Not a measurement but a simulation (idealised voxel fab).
process module | voxel ribs on slabs
cross-section cut | 285 nm wide | cells 5 nm
A cross-section is a grid of square cells, given in bands from the top down. A band is one or more rows of cells.
Each band's line starts with the height of the band's top and of its bottom, in nm. Then come its materials from left to right, each with its width in nm. One material with "throughout" fills the band from edge to edge. "air" is empty space.
Height 0 is the level under which the wafer as received is all one material. The lowest band goes on downwards, as in "0 down".
A width such as "30 to 40" changes by the same amount from each row of cells to the next, from the band's top row to its bottom row.
"no change" after a step means that no cell of the cross-section changed.
closed voids: empty space of 8 cells or more with no open way to the top, each as width x height at its distance from the left edge, in nm
after a step's settings: what the simulator itself notes on the step
overlay nm, on a step with a mask: how far to the right of its planned place the mask lay; to the left if negative
plan
1 op RECEIVE | material Si
2 op DIRECTIONAL_DEP | material SiO2 | thk nm 25
3 op DIRECTIONAL_DEP | material SiN | thk nm 15
4 op PATTERN | tone cover | mask id RIB | material resist | width nm 30 | thk nm 15 | overlay nm 0
5 op DIRECTIONAL_ETCH | etch materials SiN | depth nm 5
6 op STRIP | etch materials resist
7 op MASKED_ETCH | tone cover | mask id SLAB | width nm 70 | etch materials SiN | depth nm 5 | overlay nm 0
8 op FILL_DEP | material SiO2 | thk nm 25
9 op CMP | height nm 60
10 op DIRECTIONAL_DEP | material TiN | thk nm 10
11 op DIRECTIONAL_DEP | material aC | thk nm 10
12 op PATTERN | tone cover | mask id HEATER | material resist | width nm 40 | thk nm 30 | overlay nm 0
13 op DIRECTIONAL_ETCH | etch materials aC | depth nm 10
14 op STRIP | etch materials resist
15 op DIRECTIONAL_ETCH | etch materials TiN | depth nm 10
16 op STRIP | etch materials aC
17 op CONFORMAL_DEP | material SiN | thk nm 5
varied across the wafers: depth nm of step 5. The plan shows the first wafer's value. All wafers start alike
first wafer as received, after step 1
  0 down: Si throughout
  closed voids: none
each wafer at the end: cells of each material gained (+) or lost (-) since it was received, then its closed voids
depth nm 5 | +138 SiN | +607 SiO2 | +16 TiN | closed voids: none
depth nm 10 | +87 SiN | +658 SiO2 | +16 TiN | closed voids: none
depth nm 15 | +79 SiN | +666 SiO2 | +16 TiN | closed voids: none
depth nm 20 | +79 SiN | +666 SiO2 | +16 TiN | closed voids: none
depth nm 25 | +79 SiN | +666 SiO2 | +16 TiN | closed voids: none
